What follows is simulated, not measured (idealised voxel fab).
The following process module bears the name voxel gate over fins.
The figure presents cross-section cut, which has a width of 260 nm and is divided into square cells with an edge length of 5 nm.
Cross-section spec: square-cell grid; bands listed top down; each band is one or more rows. What a band's entry tells you: where the top is and where the bottom is, as heights in nm, and after that what lies inside, material by material from left to right, each with its width in nm. Empty space is written as the word "empty", and a single material marked with the word "full width" occupies the band from edge to edge. For the purposes of this specification, 0 denotes the height below which the wafer in its as-received condition is composed wholly of one material, and the lowermost band, lacking a lower limit, extends downward without end, as expressed in "0 and below". Graded width ("30..40"): value in top row of band = first number; value in bottom row = second number; row-to-row change constant. "no change occurred", as given for a step, is the statement that not any cell of the cross-section underwent a change during that step. Any empty space of 8 cells or more lacking an open way to the top shows up in "Completely enclosed voids" as width x height at distance, distance from the left edge, in nm. On a step's line, text after the settings is the simulator commenting on that step. On any step carrying a mask, the "overlay nm" setting, if present on the step's line, tells how far right of its planned place the mask lay; negative values point to the left.

The process steps that were planned are listed below
1,RECEIVE (material Si)
2,CONFORMAL_DEP (material SiN; thk nm 10)
3,DIRECTIONAL_DEP (material aC; thk nm 10)
4,PATTERN (tone cover; mask id FINS; material resist; width nm 15; pitch nm 40; thk nm 30; overlay nm 0)
5,DIRECTIONAL_ETCH (etch materials aC; depth nm 10)
6,STRIP (etch materials resist)
7,DIRECTIONAL_ETCH (etch materials SiN; depth nm 10)
8,DIRECTIONAL_ETCH (etch materials Si; depth nm 30)
9,STRIP (etch materials aC)
10,FILL_DEP (material SiO2; thk nm 5)
11,CMP (height nm 10)
12,SELECTIVE_ETCH (etch materials SiO2; depth nm 25)
13,STRIP (etch materials SiN)
14,CONFORMAL_DEP (material HfO2; thk nm 5)
15,CONFORMAL_DEP (material TiN; thk nm 5)
16,CONFORMAL_DEP (material TiAl; thk nm 5)
17,CONFORMAL_DEP (material TiN; thk nm 5)
18,FILL_DEP (material W; thk nm 10)
19,CMP (height nm 25)
20,CONFORMAL_DEP (material SiCN; thk nm 10)

Cross-section: wafer on arrival = after step 1
  0 and below | Si full width
  Completely enclosed voids: none

First wafer of two, sectioned at end of module; run went per plan
  35 down to 25 | SiCN full width
  25 down to 20 | W full width
  20 down to 15 | 80 W / 95 TiN / 85 W
  15 down to 10 | 80 W / 5 TiN / 85 TiAl / 5 TiN / 85 W
  10 down to 5 | 80 W / 5 TiN / 5 TiAl / 35 TiN / 5 TiAl / 35 TiN / 5 TiAl / 5 TiN / 85 W
  5 down to 0 | 85 TiN / 5 TiAl / 5 TiN / 25 HfO2 / 5 TiN / 5 TiAl / 5 TiN / 25 HfO2 / 5 TiN / 5 TiAl / 90 TiN
  0 down to -5 | 90 TiAl / 5 TiN / 5 HfO2 / 15 Si / 5 HfO2 / 5 TiN / 5 TiAl / 5 TiN / 5 HfO2 / 15 Si / 5 HfO2 / 5 TiN / 95 TiAl
  -5 down to -10 | 95 TiN / 5 HfO2 / 15 Si / 5 HfO2 / 15 TiN / 5 HfO2 / 15 Si / 5 HfO2 / 100 TiN
  -10 down to -15 | 100 HfO2 / 15 Si / 25 HfO2 / 15 Si / 105 HfO2
  -15 down to -30 | 100 SiO2 / 15 Si / 25 SiO2 / 15 Si / 105 SiO2
  -30 and below | Si full width
  Completely enclosed voids: none

Wafer two, end of module, cross-section. Same start, same plan as wafer one. One mistake in the run
  35 down to 25 | SiCN full width
  25 down to 20 | W full width
  20 down to 15 | TiN full width
  15 down to 10 | TiAl full width
  10 down to 5 | TiN full width
  5 down to 0 | 105 HfO2 / 5 TiN / 35 HfO2 / 5 TiN / 110 HfO2
  0 down to -10 | 100 Si / 5 HfO2 / 5 TiN / 5 HfO2 / 25 Si / 5 HfO2 / 5 TiN / 5 HfO2 / 105 Si
  -10 down to -15 | 100 Si / 15 HfO2 / 25 Si / 15 HfO2 / 105 Si
  -15 down to -30 | 100 Si / 15 SiO2 / 25 Si / 15 SiO2 / 105 Si
  -30 and below | Si full width
  Completely enclosed voids: none
Short version of what went wrong: step 4 deviated from plan and actually ran as PATTERN (tone open; mask id FINS; material resist; width nm 15; pitch nm 40; thk nm 30; overlay nm 0)
Final cells, second wafer relative to first, materials higher or lower: 240 more of Si, 120 fewer of SiO2, 9 fewer of TiAl, 12 fewer of TiN, 99 fewer of W
